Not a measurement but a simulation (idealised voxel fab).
Process module name: voxel self aligned contacts
Xsec cut, 290 nm wide, square cell size 5 nm.
Square cells in a grid make up a cross-section in this document, and the grid is given as bands, listed from the top down, each one or more rows of cells. Each band's line starts with the height of the band's top and of its bottom, in nm. Then come its materials from left to right, each with its width in nm. One material with "all across" fills the band from edge to edge. "air" is empty space. Measure heights from 0. That's the level where, below it, the as-received wafer is all one material. The lowest band is bottomless and extends downward; write it as in "0 and below". The two numbers in a width such as "30..40" mark its ends across the band: the first belongs to the top row of cells, the second to the bottom row, and from each row to the next the width moves by the same amount. Basically "left unchanged" means that step didn't change any cell in the cross-section. The label "Closed-off voids" introduces a list of the empty spaces, 8 cells or larger, that have no open way up to the top; each entry in it reads width x height at distance, where the distance is taken from the left edge and all three are stated in nm. If you see something after the settings on a step's line, that's the simulator's own remark about that step. overlay nm: step with mask; distance mask lay right of planned place; negative value = left of planned place.

Here's what the planned process steps look like
- 1: op RECEIVE | material Si
- 2: op CONFORMAL_DEP | material SiO2 | thk nm 5
- 3: op DIRECTIONAL_DEP | material polySi | thk nm 25
- 4: op DIRECTIONAL_DEP | material SiN | thk nm 20
- 5: op DIRECTIONAL_DEP | material aC | thk nm 10
- 6: op PATTERN | tone cover | mask id GATE | material resist | width nm 35 | pitch nm 60 | thk nm 25 | overlay nm 0
- 7: op DIRECTIONAL_ETCH | etch materials aC | depth nm 10
- 8: op STRIP | etch materials resist
- 9: op DIRECTIONAL_ETCH | etch materials SiN | depth nm 20
- 10: op DIRECTIONAL_ETCH | etch materials polySi | depth nm 25
- 11: op STRIP | etch materials aC
- 12: op CONFORMAL_DEP | material SiN | thk nm 5
- 13: op DIRECTIONAL_ETCH | etch materials SiN | depth nm 5
- 14: op FILL_DEP | material SiO2 | thk nm 10
- 15: op CMP | height nm 55
- 16: op MASKED_ETCH | tone open | mask id CONTACT | width nm 35 | etch materials SiO2 | depth nm 55 | overlay nm 0
- 17: op CONFORMAL_DEP | material TiN | thk nm 5
- 18: op FILL_DEP | material W | thk nm 5
- 19: op CMP | height nm 55
- 20: op CONFORMAL_DEP | material SiN | thk nm 5

Cross-section, incoming material, after step 1
    0 and below = Si all across
    Closed-off voids: none

Wafer cross-section at module end: first of two, run to plan
    60 down to 55 = SiN all across
    55 down to 50 = 125 SiO2 / 15 TiN / 5 W / 15 TiN / 130 SiO2
    50 down to 30 = 90 SiO2 / 45 SiN / 5 TiN / 5 W / 5 TiN / 45 SiN / 95 SiO2
    30 down to 5 = 90 SiO2 / 5 SiN / 35 polySi / 5 SiN / 5 TiN / 5 W / 5 TiN / 5 SiN / 35 polySi / 5 SiN / 95 SiO2
    5 down to 0 = 135 SiO2 / 15 TiN / 140 SiO2
    0 and below = Si all across
    Closed-off voids: none

Cross-section, wafer two of two, end of module: same start and plan as wafer one, one error in execution
    60 down to 55 = SiN all across
    55 down to 50 = 125 SiO2 / 15 TiN / 10 W / 10 TiN / 130 SiO2
    50 down to 30 = 95 SiO2 / 40 SiN / 5 TiN / 10 W / 5 TiN / 40 SiN / 95 SiO2
    30 down to 5 = 95 SiO2 / 5 SiN / 30 polySi / 5 SiN / 5 TiN / 10 W / 5 TiN / 5 SiN / 30 polySi / 5 SiN / 95 SiO2
    5 down to 0 = 135 SiO2 / 20 TiN / 135 SiO2
    0 and below = Si all across
    Closed-off voids: none
Plan not followed: it should be noted that step 6 was executed with settings other than those planned, the operation and settings actually applied being op PATTERN | tone cover | mask id GATE | material resist | width nm 30 | pitch nm 60 | thk nm 25 | overlay nm 0
Wafer comparison, final, in cells, second relative to first, materials more or fewer: SiN -8; SiO2 +8; W +10; polySi -10
